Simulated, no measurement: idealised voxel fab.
Title: Process Module voxel transistor to metal
Xsec cut, 170 nm wide, square cell size 5 nm.
Cross-section layout: square cells on a grid; listed as bands, top to bottom; a band spans one or more cell rows. Heads up on the band format: heights come first, top then bottom, in nm. After that it's the materials left to right, each with its width in nm. A single material flagged "all across" fills the whole band edge to edge, and "blank" means there's empty space there. Heads up on the height convention: 0 is the point under which the incoming wafer is all one material, and the lowest band has no bottom, it just keeps going down, like "from 0 down". Top row gets the first number, bottom row gets the second, and each row in between changes by the same step: that is how a band width like "30..40" works. Where the words "no modifications" appear for a step, the cross-section shows no cell changed by that step; every cell remained as before. Enclosed voids (no open way to top), threshold 8 cells or more, entry "Closed void entries", notation width x height at distance, distance from left edge, nm. Step line, after settings: the simulator's comment on this step. Each step line may optionally specify "overlay nm", which for a step with a mask gives the rightward distance between the mask's planned place and where it lay, a negative value indicating the leftward direction.
## The following list gives the planned process steps
1: RECEIVE: material Si
2: CONFORMAL_DEP: material SiO2, thk nm 5
3: CONFORMAL_DEP: material SiN, thk nm 15
4: DIRECTIONAL_DEP: material aC, thk nm 15
5: PATTERN: tone cover, mask id ACTIVE, material resist, width nm 125, thk nm 30, overlay nm 0
6: DIRECTIONAL_ETCH: etch materials aC, depth nm 15
7: STRIP: etch materials resist
8: DIRECTIONAL_ETCH: etch materials SiN, depth nm 15
9: DIRECTIONAL_ETCH: etch materials SiO2, depth nm 5
10: DIRECTIONAL_ETCH: etch materials Si, depth nm 30
11: STRIP: etch materials aC
12: FILL_DEP: material SiO2, thk nm 5
13: CMP: height nm 20
14: SELECTIVE_ETCH: etch materials SiO2, depth nm 10
15: STRIP: etch materials SiN
16: SELECTIVE_ETCH: etch materials SiO2, depth nm 5
17: OXIDIZE: depth nm 5
18: DIRECTIONAL_DEP: material polySi, thk nm 30
19: DIRECTIONAL_DEP: material SiCN, thk nm 10
20: PATTERN: tone cover, mask id GATE, material resist, width nm 25, thk nm 20, overlay nm 0
21: DIRECTIONAL_ETCH: etch materials SiCN, depth nm 20
22: DIRECTIONAL_ETCH: etch materials polySi, depth nm 40
23: STRIP: etch materials resist
24: CONFORMAL_DEP: material SiO2, thk nm 5
25: DIRECTIONAL_ETCH: etch materials SiO2, depth nm 5
26: CONFORMAL_DEP: material SiN, thk nm 5
27: DIRECTIONAL_ETCH: etch materials SiN, depth nm 5
28: DIRECTIONAL_ETCH: etch materials SiO2, depth nm 5
29: DIRECTIONAL_ETCH: etch materials Si, depth nm 15
30: EPI: material SiGe, thk nm 20
31: FILL_DEP: material SiO2, thk nm 5
32: CMP: height nm 30
33: STRIP: etch materials polySi
34: SELECTIVE_ETCH: etch materials SiO2, depth nm 5
35: CONFORMAL_DEP: material HfO2, thk nm 5
36: CONFORMAL_DEP: material TiN, thk nm 5
37: FILL_DEP: material W, thk nm 5
38: CMP: height nm 25
39: DIRECTIONAL_DEP: material SiO2, thk nm 10
40: PATTERN: tone open, mask id CONTACT, material resist, width nm 20, pitch nm 85, thk nm 20, overlay nm 0
41: DIRECTIONAL_ETCH: etch materials SiO2, depth nm 20
42: STRIP: etch materials resist
43: CONFORMAL_DEP: material TiN, thk nm 5
44: FILL_DEP: material W, thk nm 10
45: CMP: height nm 35
46: CONFORMAL_DEP: material SiCN, thk nm 5
47: DIRECTIONAL_DEP: material lowk, thk nm 15
48: DIRECTIONAL_DEP: material aC, thk nm 10
49: PATTERN: tone open, mask id METAL_1, material resist, width nm 20, pitch nm 85, thk nm 30, overlay nm 0
50: DIRECTIONAL_ETCH: etch materials aC, depth nm 10
51: STRIP: etch materials resist
52: DIRECTIONAL_ETCH: etch materials lowk, depth nm 15
53: DIRECTIONAL_ETCH: etch materials SiCN, depth nm 5
54: STRIP: etch materials aC
55: CONFORMAL_DEP: material TiN, thk nm 5
56: FILL_DEP: material Cu, thk nm 5
57: CMP: height nm 55
58: EPI: material Ru, thk nm 5
59: FILL_DEP: material SiCN, thk nm 5
60: DIRECTIONAL_DEP: material SiO2, thk nm 25
61: DIRECTIONAL_DEP: material aC, thk nm 10
62: PATTERN: tone open, mask id METAL_2_HOLES, material resist, width nm 15, pitch nm 85, thk nm 30, overlay nm 0
63: DIRECTIONAL_ETCH: etch materials aC, depth nm 10
64: STRIP: etch materials resist
65: DIRECTIONAL_ETCH: etch materials SiO2, depth nm 25
66: STRIP: etch materials aC
67: PATTERN: tone open, mask id METAL_2, material resist, width nm 20, pitch nm 85, thk nm 15, overlay nm 0
68: DIRECTIONAL_ETCH: etch materials SiO2, depth nm 15
69: DIRECTIONAL_ETCH: etch materials SiCN, depth nm 5
70: STRIP: etch materials resist
71: CONFORMAL_DEP: material TiN, thk nm 5
72: FILL_DEP: material Cu, thk nm 10
73: CMP: height nm 90
74: CONFORMAL_DEP: material SiN, thk nm 5
## This is the cross-section of the wafer as we received it, i.e. after step 1
	from 0 down = Si all across
	Closed void entries: none
## What the wafer looks like in cross-section after this module, when it starts as shown above and follows the plan above but one mistake is made in running it
	from 95 to 90 = SiN all across
	from 90 to 80 = SiO2: 30 / TiN: 5 / Cu: 10 / TiN: 5 / SiO2: 65 / TiN: 5 / Cu: 10 / TiN: 5 / SiO2: 35
	from 80 to 75 = SiO2: 30 / TiN: 5 / Cu: 5 / TiN: 10 / SiO2: 65 / TiN: 5 / Cu: 5 / TiN: 10 / SiO2: 35
	from 75 to 65 = SiO2: 30 / TiN: 5 / Cu: 5 / TiN: 5 / SiO2: 70 / TiN: 5 / Cu: 5 / TiN: 5 / SiO2: 40
	from 65 to 60 = SiCN: 30 / TiN: 15 / SiCN: 70 / TiN: 15 / SiCN: 40
	from 60 to 55 = SiCN: 25 / Ru: 30 / SiCN: 55 / Ru: 30 / SiCN: 30
	from 55 to 40 = lowk: 30 / TiN: 5 / Cu: 10 / TiN: 5 / lowk: 65 / TiN: 5 / Cu: 10 / TiN: 5 / lowk: 35
	from 40 to 35 = SiCN: 30 / TiN: 20 / SiCN: 65 / TiN: 20 / SiCN: 35
	from 35 to 30 = SiO2: 30 / TiN: 5 / W: 10 / TiN: 5 / SiO2: 65 / TiN: 5 / W: 10 / TiN: 5 / SiO2: 35
	from 30 to 25 = SiO2: 30 / TiN: 20 / SiO2: 65 / TiN: 20 / SiO2: 35
	from 25 to 15 = W: 60 / SiN: 5 / HfO2: 5 / TiN: 5 / W: 15 / TiN: 5 / HfO2: 5 / SiN: 5 / W: 65
	from 15 to 5 = W: 15 / SiGe: 45 / SiN: 5 / HfO2: 5 / TiN: 5 / W: 15 / TiN: 5 / HfO2: 5 / SiN: 5 / SiGe: 45 / W: 20
	from 5 to 0 = W: 15 / SiGe: 5 / SiN: 5 / SiGe: 35 / SiN: 5 / HfO2: 5 / TiN: 25 / HfO2: 5 / SiN: 5 / SiGe: 35 / SiN: 5 / SiGe: 5 / W: 20
	from 0 to -5 = SiO2: 25 / SiGe: 35 / SiO2: 5 / HfO2: 35 / SiO2: 5 / SiGe: 35 / SiO2: 30
	from -5 to -20 = SiO2: 20 / Si: 5 / SiGe: 35 / Si: 45 / SiGe: 35 / Si: 5 / SiO2: 25
	from -20 to -30 = SiO2: 20 / Si: 125 / SiO2: 25
	from -30 down = Si all across
	Closed void entries: none
What was done differently from what was planned? in deviation from the planned setting, step 31 was conducted as FILL_DEP: material W, thk nm 5
